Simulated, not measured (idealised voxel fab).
The process module that follows is named voxel ribs on slabs.
We display cut, a cross-section 155 nm in width whose square cells are each 5 nm.
A cross-section is a grid of square cells, given in bands from the top down. A band is one or more rows of cells.
A band entry consists of two parts. The first gives the height of the band's top and the height of its bottom, in nm. The rest lists the band's materials from left to right, each with its width in nm. A single material labelled with the word "edge to edge" fills the band from edge to edge, and the word "blank" marks empty space.
Height 0 is the level under which the wafer as received is all one material. The lowest band goes on downwards, as in "0 and below".
Width spec "30 to 40" -> top row of cells at first value, bottom row at second value, equal per-row change in between.
Given "no modifications" for a step, no cell of the cross-section differs between before and after that step.
Voids, sealed: empty space of 8 cells or more with no open way to the top, each as width x height at its distance from the left edge, in nm
It should be noted that, on the line of a given step, the content following the step's settings is a remark produced by the simulator itself with respect to that step.
The line of a step may include "overlay nm". On a step with a mask, this value is how far to the right of its planned place the mask lay. A negative value means the mask lay to the left.
-- These are the steps we planned for the process
1: RECEIVE,material Si
2: DIRECTIONAL_DEP,material SiO2,thk nm 25
3: DIRECTIONAL_DEP,material SiN,thk nm 15
4: PATTERN,tone cover,mask id RIB,material resist,width nm 15,thk nm 15,overlay nm 0
5: DIRECTIONAL_ETCH,etch materials SiN,depth nm 10
6: STRIP,etch materials resist
7: MASKED_ETCH,tone cover,mask id SLAB,width nm 65,etch materials SiN,depth nm 5,overlay nm 0
8: FILL_DEP,material SiO2,thk nm 20
9: CMP,height nm 55
10: DIRECTIONAL_DEP,material W,thk nm 10
11: MASKED_ETCH,tone cover,mask id HEATER,width nm 25,etch materials W,depth nm 10,overlay nm 0
12: CONFORMAL_DEP,material SiO2,thk nm 10
-- So this is the incoming wafer in cross-section - it's already been through step 1
	0 and below = Si edge to edge
	Voids, sealed: none
-- End-of-module XS, first of two wafers, run as planned
	75 down to 65 = blank: 55 | SiO2: 45 | blank: 55
	65 down to 55 = SiO2: 65 | W: 25 | SiO2: 65
	55 down to 40 = SiO2 edge to edge
	40 down to 30 = SiO2: 70 | SiN: 15 | SiO2: 70
	30 down to 25 = SiO2: 45 | SiN: 65 | SiO2: 45
	25 down to 0 = SiO2 edge to edge
	0 and below = Si edge to edge
	Voids, sealed: none
-- Now the second wafer, cross-sectioned at the end of the module. Nothing different at the start, nothing different in the plan compared with the first, just one mistake when it was actually run
	75 down to 65 = blank: 55 | SiO2: 45 | blank: 55
	65 down to 55 = SiO2: 65 | W: 25 | SiO2: 65
	55 down to 50 = SiO2: 45 | SiN: 65 | SiO2: 45
	50 down to 0 = SiO2 edge to edge
	0 and below = Si edge to edge
	Voids, sealed: none
Diagnosis: execution of plan step 2 occurred twice
Per the end-of-run cell counts, the second wafer holds more or fewer of some materials than the first: SiN -6; SiO2 +6
